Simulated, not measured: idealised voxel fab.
Herein follows the process module entitled voxel self aligned contacts.
Section shown: cut. Width: 230 nm. Cell size: 5 nm, square.
For the purposes of this document, a cross-section shall be understood as a grid of square cells, specified as bands listed in top-to-bottom order, each band consisting of one or more rows of cells.
Basically the band line says how high the top is and how high the bottom is, in nm, and then what's in it from left to right, every material with its width in nm. Empty space shows up as "blank", and if a single material carries "edge to edge" it runs the full band edge to edge.
For the purposes of this specification, 0 denotes the height below which the wafer in its as-received condition is composed wholly of one material, and the lowermost band, lacking a lower limit, extends downward without end, as expressed in "top 0, no bottom".
So if you see something like "30 to 40" for the width, read it as the top row of the band sitting at the first number and the bottom row at the second, with every row in between moving by the same amount as the last.
No cell of the cross-section changed in a step that is given as "remained the same".
Closed empty spaces (no open way to the top) of 8 cells or more are what "Closed voids list" lists, each as width x height at distance from the left edge, nm for all three.
The remark found on a step's line after its settings is issued by the simulator itself and pertains to that step.
The setting "overlay nm" may be written on the line of a step. When the step uses a mask, the value reports how far to the right of the planned place the mask lay, and a negative value reports that it lay to the left.
These are the steps we planned for the process
- 1: RECEIVE: material Si
- 2: OXIDIZE: depth nm 5
- 3: DIRECTIONAL_DEP: material polySi, thk nm 30
- 4: DIRECTIONAL_DEP: material SiN, thk nm 20
- 5: DIRECTIONAL_DEP: material aC, thk nm 10
- 6: PATTERN: tone cover, mask id GATE, material resist, width nm 30, pitch nm 60, thk nm 25, overlay nm 0
- 7: DIRECTIONAL_ETCH: etch materials aC, depth nm 10
- 8: STRIP: etch materials resist
- 9: DIRECTIONAL_ETCH: etch materials SiN, depth nm 20
- 10: DIRECTIONAL_ETCH: etch materials polySi, depth nm 30
- 11: STRIP: etch materials aC
- 12: CONFORMAL_DEP: material SiN, thk nm 5
- 13: DIRECTIONAL_ETCH: etch materials SiN, depth nm 5
- 14: FILL_DEP: material SiO2, thk nm 15
- 15: CMP: height nm 60
- 16: MASKED_ETCH: tone open, mask id CONTACT, width nm 40, pitch nm 60, etch materials SiO2, depth nm 65, overlay nm 0
- 17: CONFORMAL_DEP: material TiN, thk nm 5
- 18: FILL_DEP: material W, thk nm 10
- 19: CMP: height nm 60
- 20: CONFORMAL_DEP: material SiN, thk nm 5
Received-state cross-section, reflecting completion of step 1
  top 0, no bottom: Si edge to edge
  Closed voids list: none
Wafer cross-section at module end: first of two, run to plan
  top 65, bottom 60: SiN edge to edge
  top 60, bottom 50: 65 SiO2 / 5 to 15 TiN / 30 to 10 W / 5 to 15 TiN / 20 SiO2 / 5 to 15 TiN / 30 to 10 W / 5 to 15 TiN / 65 SiO2
  top 50, bottom 30: 35 SiO2 / 40 SiN / 5 TiN / 10 W / 5 TiN / 40 SiN / 5 TiN / 10 W / 5 TiN / 40 SiN / 35 SiO2
  top 30, bottom 0: 35 SiO2 / 5 SiN / 30 polySi / 5 SiN / 5 TiN / 10 W / 5 TiN / 5 SiN / 30 polySi / 5 SiN / 5 TiN / 10 W / 5 TiN / 5 SiN / 30 polySi / 5 SiN / 35 SiO2
  top 0, bottom -5: 75 SiO2 / 20 TiN / 40 SiO2 / 20 TiN / 75 SiO2
  top -5, no bottom: Si edge to edge
  Closed voids list: none
Presented here is a cross-section of the second of the two wafers as it stood at the end of the module. It was started in the same manner and assigned the same plan as the first wafer; however, one mistake was made in its execution
  top 65, bottom 60: SiN edge to edge
  top 60, bottom 50: TiN edge to edge
  top 50, bottom 30: 35 TiN / 40 SiN / 20 TiN / 40 SiN / 20 TiN / 40 SiN / 35 TiN
  top 30, bottom 0: 35 TiN / 5 SiN / 30 polySi / 5 SiN / 20 TiN / 5 SiN / 30 polySi / 5 SiN / 20 TiN / 5 SiN / 30 polySi / 5 SiN / 35 TiN
  top 0, bottom -5: SiO2 edge to edge
  top -5, no bottom: Si edge to edge
  Closed voids list: none
Heads up, the wafer didn't run the way we planned it: for step 14, the planned setting was not used; the step was instead run as FILL_DEP: material TiN, thk nm 15
Upon completion, the second wafer contains, in terms of cells, a greater or smaller amount of certain materials than the first wafer: SiO2: 192 fewer, TiN: 248 more, W: 56 fewer
